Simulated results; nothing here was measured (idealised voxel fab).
Process module name: voxel released beams
We display cut, a cross-section 250 nm in width whose square cells are each 5 nm.
Cross-section, as written here: a square-cell grid given band by band from the top down, where a band holds one or more rows of cells.
The entry gives the band's vertical extent as a top height and a bottom height in nm, then its horizontal make-up as materials from left to right, each with a width in nm. "air" stands for empty space; a single material marked "everywhere" fills the band edge to edge.
Measure heights from 0. That's the level where, below it, the as-received wafer is all one material. The lowest band is bottomless and extends downward; write it as in "0 down".
Graded width ("30 to 40"): value in top row of band = first number; value in bottom row = second number; row-to-row change constant.
"remains unaltered" -> step changed no cross-section cell.
Entry "Voids lacking openings". Content: empty spaces with no open connection to the top, size 8 cells or greater. Each: width x height at distance. Distance: from left edge. Unit: nm.
Step line, after settings: the simulator's comment on this step.
"overlay nm", when on a step's line for a step with a mask, measures how far to the right of its planned place the mask lay; a negative measure means to the left.
Planned process steps:
1: RECEIVE | material Si
2: CONFORMAL_DEP | material Al2O3 | thk nm 10
3: DIRECTIONAL_DEP | material SiO2 | thk nm 15
4: DIRECTIONAL_DEP | material aC | thk nm 15
5: PATTERN | tone open | mask id ANCHOR | material resist | width nm 35 | thk nm 35 | overlay nm 0
6: DIRECTIONAL_ETCH | etch materials aC | depth nm 15
7: STRIP | etch materials resist
8: DIRECTIONAL_ETCH | etch materials SiO2 | depth nm 15
9: STRIP | etch materials aC
10: CONFORMAL_DEP | material W | thk nm 10
11: DIRECTIONAL_DEP | material aC | thk nm 10
12: PATTERN | tone cover | mask id BEAM | material resist | width nm 95 | thk nm 25 | overlay nm -15
13: DIRECTIONAL_ETCH | etch materials aC | depth nm 10
14: STRIP | etch materials resist
15: DIRECTIONAL_ETCH | etch materials W | depth nm 10
16: STRIP | etch materials aC
17: STRIP | etch materials SiO2
varied across the wafers: overlay nm of step 12. The plan shows the first wafer's value. All wafers start alike
First of several wafers, received after step 1, in cross-section:
0 down | Si everywhere
Voids lacking openings: none
Here is how to read the rows: every wafer has a row, and it shows the wafer at the end of the module, giving for each material how many cells were gained (+) or lost (-) since the wafer was received, then listing its closed voids:
overlay nm -15, +100 Al2O3, +50 W, Voids lacking openings: none
overlay nm -10, +100 Al2O3, +50 W, Voids lacking openings: none
overlay nm -5, +100 Al2O3, +50 W, Voids lacking openings: none
overlay nm 0, +100 Al2O3, +50 W, Voids lacking openings: none
overlay nm 5, +100 Al2O3, +50 W, Voids lacking openings: none
overlay nm 10, +100 Al2O3, +50 W, Voids lacking openings: none
overlay nm 15, +100 Al2O3, +50 W, Voids lacking openings: none
